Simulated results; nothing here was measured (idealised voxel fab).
process module | voxel self aligned vias
cross-section cut | 235 nm wide | cells 5 nm
A cross-section is a grid of square cells, given in bands from the top down. A band is one or more rows of cells.
Each band's line starts with the height of the band's top and of its bottom, in nm. Then come its materials from left to right, each with its width in nm. One material with "throughout" fills the band from edge to edge. "air" is empty space.
Height 0 is the level under which the wafer as received is all one material. The lowest band goes on downwards, as in "0 down".
A width such as "30 to 40" changes by the same amount from each row of cells to the next, from the band's top row to its bottom row.
"no change" after a step means that no cell of the cross-section changed.
closed voids: empty space of 8 cells or more with no open way to the top, each as width x height at its distance from the left edge, in nm
after a step's settings: what the simulator itself notes on the step
overlay nm, on a step with a mask: how far to the right of its planned place the mask lay; to the left if negative
plan
1 op RECEIVE | material Si
2 op CONFORMAL_DEP | material SiO2 | thk nm 10
3 op CONFORMAL_DEP | material SiCN | thk nm 5
4 op DIRECTIONAL_DEP | material lowk | thk nm 30
5 op PATTERN | tone open | mask id LINES | material resist | width nm 15 | pitch nm 65 | thk nm 15 | overlay nm 0
6 op DIRECTIONAL_ETCH | etch materials lowk | depth nm 30
7 op STRIP | etch materials resist
8 op CONFORMAL_DEP | material TiN | thk nm 5
9 op FILL_DEP | material Ru | thk nm 5
10 op CMP | height nm 45
11 op SELECTIVE_ETCH | etch materials W Ru TiN | depth nm 5
12 op FILL_DEP | material SiN | thk nm 5
13 op CMP | height nm 45
14 op DIRECTIONAL_DEP | material lowk | thk nm 20
15 op MASKED_ETCH | tone open | mask id VIAS | width nm 35 | pitch nm 65 | etch materials lowk | depth nm 20 | overlay nm 0
16 op MASKED_ETCH | tone open | mask id VIAS | width nm 35 | pitch nm 65 | etch materials SiN | depth nm 5 | overlay nm 0
17 op CONFORMAL_DEP | material TiN | thk nm 5
18 op FILL_DEP | material W | thk nm 10
19 op CMP | height nm 65
20 op CONFORMAL_DEP | material SiN | thk nm 5
varied across the wafers: width nm of step 5. The plan shows the first wafer's value. All wafers start alike
first wafer as received, after step 1
  0 down: Si throughout
  closed voids: none
first wafer at the end, after step 20
  70 to 65: SiN throughout
  65 to 50: lowk 35 | TiN 5 | W 25 | TiN 5 | lowk 30 | TiN 5 | W 25 | TiN 5 | lowk 30 | TiN 5 | W 25 | TiN 5 | lowk 35
  50 to 45: lowk 35 | TiN 15 | W 5 | TiN 15 | lowk 30 | TiN 15 | W 5 | TiN 15 | lowk 30 | TiN 15 | W 5 | TiN 15 | lowk 35
  45 to 40: lowk 45 | TiN 15 | lowk 50 | TiN 15 | lowk 50 | TiN 15 | lowk 45
  40 to 20: lowk 45 | TiN 5 | Ru 5 | TiN 5 | lowk 50 | TiN 5 | Ru 5 | TiN 5 | lowk 50 | TiN 5 | Ru 5 | TiN 5 | lowk 45
  20 to 15: lowk 45 | TiN 15 | lowk 50 | TiN 15 | lowk 50 | TiN 15 | lowk 45
  15 to 10: SiCN throughout
  10 to 0: SiO2 throughout
  0 down: Si throughout
  closed voids: none
last wafer at the end
  70 to 65: SiN throughout
  65 to 45: lowk 35 | TiN 5 | W 25 | TiN 5 | lowk 30 | TiN 5 | W 25 | TiN 5 | lowk 30 | TiN 5 | W 25 | TiN 5 | lowk 35
  45 to 40: lowk 35 | TiN 35 | SiN 5 | lowk 25 | TiN 35 | SiN 5 | lowk 25 | TiN 35 | SiN 5 | lowk 30
  40 to 20: lowk 35 | TiN 5 | Ru 30 | TiN 5 | lowk 25 | TiN 5 | Ru 30 | TiN 5 | lowk 25 | TiN 5 | Ru 30 | TiN 5 | lowk 30
  20 to 15: lowk 35 | TiN 40 | lowk 25 | TiN 40 | lowk 25 | TiN 40 | lowk 30
  15 to 10: SiCN throughout
  10 to 0: SiO2 throughout
  0 down: Si throughout
  closed voids: none
each wafer at the end: cells of each material gained (+) or lost (-) since it was received, then its closed voids
width nm 15 | +12 Ru | +47 SiCN | +47 SiN | +94 SiO2 | +78 TiN | +48 W | +332 lowk | closed voids: none
width nm 20 | +24 Ru | +47 SiCN | +47 SiN | +94 SiO2 | +81 TiN | +51 W | +314 lowk | closed voids: none
width nm 25 | +36 Ru | +47 SiCN | +47 SiN | +94 SiO2 | +84 TiN | +54 W | +296 lowk | closed voids: none
width nm 30 | +48 Ru | +47 SiCN | +47 SiN | +94 SiO2 | +87 TiN | +57 W | +278 lowk | closed voids: none
width nm 35 | +60 Ru | +47 SiCN | +47 SiN | +94 SiO2 | +90 TiN | +60 W | +260 lowk | closed voids: none
width nm 40 | +72 Ru | +47 SiCN | +50 SiN | +94 SiO2 | +93 TiN | +60 W | +242 lowk | closed voids: none
